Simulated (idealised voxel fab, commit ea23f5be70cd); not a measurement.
process module | voxel capacitor over wiring
cross-section cut | 295 nm wide | cells 5 nm
A cross-section is a grid of square cells, given in bands from the top down. A band is one or more rows of cells.
Each band's line starts with the height of the band's top and of its bottom, in nm. Then come its materials from left to right, each with its width in nm. One material with "throughout" fills the band from edge to edge. "air" is empty space.
Height 0 is the level under which the wafer as received is all one material. The lowest band goes on downwards, as in "0 down".
A width such as "30 to 40" changes by the same amount from each row of cells to the next, from the band's top row to its bottom row.
"no change" after a step means that no cell of the cross-section changed.
closed voids: empty space of 8 cells or more with no open way to the top, each as width x height at its distance from the left edge, in nm
after a step's settings: what the simulator itself notes on the step
overlay nm, on a step with a mask: how far to the right of its planned place the mask lay; to the left if negative
plan
1 op RECEIVE | material Si
2 op CONFORMAL_DEP | material SiO2 | thk nm 15
3 op CONFORMAL_DEP | material SiCN | thk nm 5
4 op DIRECTIONAL_DEP | material SiO2 | thk nm 20
5 op MASKED_ETCH | tone open | mask id METAL_1 | width nm 20 | pitch nm 85 | etch materials SiO2 | depth nm 20 | overlay nm 0
6 op MASKED_ETCH | tone open | mask id METAL_1 | width nm 20 | pitch nm 85 | etch materials SiCN | depth nm 5 | overlay nm 0
7 op CONFORMAL_DEP | material TiN | thk nm 5
8 op FILL_DEP | material Cu | thk nm 10
9 op CMP | height nm 40
10 op CONFORMAL_DEP | material SiCN | thk nm 5
11 op DIRECTIONAL_DEP | material SiO2 | thk nm 10
12 op DIRECTIONAL_DEP | material aC | thk nm 15
13 op PATTERN | tone open | mask id PLUG_1 | material resist | width nm 15 | thk nm 35 | overlay nm 0
14 op DIRECTIONAL_ETCH | etch materials aC | depth nm 15
15 op STRIP | etch materials resist
16 op DIRECTIONAL_ETCH | etch materials SiO2 | depth nm 10
17 op DIRECTIONAL_ETCH | etch materials SiCN | depth nm 5
18 op STRIP | etch materials aC
19 op EPI | material Ru | thk nm 10
20 op EPI | material Ru | thk nm 5
21 op DIRECTIONAL_DEP | material TiN | thk nm 10
22 op DIRECTIONAL_DEP | material SiN | thk nm 5
23 op DIRECTIONAL_DEP | material TiN | thk nm 5
24 op DIRECTIONAL_DEP | material aC | thk nm 15
25 op PATTERN | tone cover | mask id UPPER_PLATE | material resist | width nm 70 | thk nm 30 | overlay nm 0
26 op DIRECTIONAL_ETCH | etch materials aC | depth nm 15
27 op STRIP | etch materials resist
28 op DIRECTIONAL_ETCH | etch materials TiN | depth nm 5
29 op DIRECTIONAL_ETCH | etch materials SiN | depth nm 5
30 op STRIP | etch materials aC
31 op DIRECTIONAL_DEP | material aC | thk nm 15
32 op PATTERN | tone cover | mask id LOWER_PLATE | material resist | width nm 80 | thk nm 30 | overlay nm 0
33 op DIRECTIONAL_ETCH | etch materials aC | depth nm 15
34 op STRIP | etch materials resist
35 op DIRECTIONAL_ETCH | etch materials TiN | depth nm 10
36 op STRIP | etch materials aC
37 op FILL_DEP | material SiO2 | thk nm 15
38 op CMP | height nm 85
39 op DIRECTIONAL_DEP | material aC | thk nm 10
40 op PATTERN | tone open | mask id PLUG_2 | material resist | width nm 15 | thk nm 25 | overlay nm 0
41 op DIRECTIONAL_ETCH | etch materials aC | depth nm 10
42 op STRIP | etch materials resist
43 op DIRECTIONAL_ETCH | etch materials SiO2 | depth nm 10
44 op STRIP | etch materials aC
45 op CONFORMAL_DEP | material TiN | thk nm 5
46 op FILL_DEP | material Cu | thk nm 5
47 op CMP | height nm 85
48 op CONFORMAL_DEP | material SiN | thk nm 5
as received, after step 1
  0 down: Si throughout
  closed voids: none
first wafer at the end, as planned
  90 to 85: SiN throughout
  85 to 80: SiO2 110 | TiN 5 | Cu 5 | TiN 5 | SiO2 170
  80 to 70: SiO2 110 to 100 | TiN 15 to 70 | SiO2 170 to 125
  70 to 65: SiO2 100 | SiN 70 | SiO2 125
  65 to 55: SiO2 95 | TiN 80 | SiO2 120
  55 to 45: SiO2 100 | Ru 15 | SiO2 180
  45 to 40: SiCN 100 | Ru 15 | SiCN 180
  40 to 20: SiO2 95 | TiN 5 | Cu 10 | TiN 5 | SiO2 65 | TiN 5 | Cu 10 | TiN 5 | SiO2 95
  20 to 15: SiCN 95 | TiN 20 | SiCN 65 | TiN 20 | SiCN 95
  15 to 0: SiO2 throughout
  0 down: Si throughout
  closed voids: none
second wafer at the end: like start, like plan, one mistake
  85 to 80: SiN throughout
  80 to 70: SiO2 110 to 100 | TiN 15 to 70 | SiO2 170 to 125
  70 to 65: SiO2 100 | SiN 70 | SiO2 125
  65 to 55: SiO2 95 | TiN 80 | SiO2 120
  55 to 45: SiO2 100 | Ru 15 | SiO2 180
  45 to 40: SiCN 100 | Ru 15 | SiCN 180
  40 to 20: SiO2 95 | TiN 5 | Cu 10 | TiN 5 | SiO2 65 | TiN 5 | Cu 10 | TiN 5 | SiO2 95
  20 to 15: SiCN 95 | TiN 20 | SiCN 65 | TiN 20 | SiCN 95
  15 to 0: SiO2 throughout
  0 down: Si throughout
  closed voids: none
what went wrong: step 47 ran as: op CMP | height nm 80
at the end the second wafer has, in cells: 1 fewer of Cu | 56 fewer of SiO2 | 2 fewer of TiN
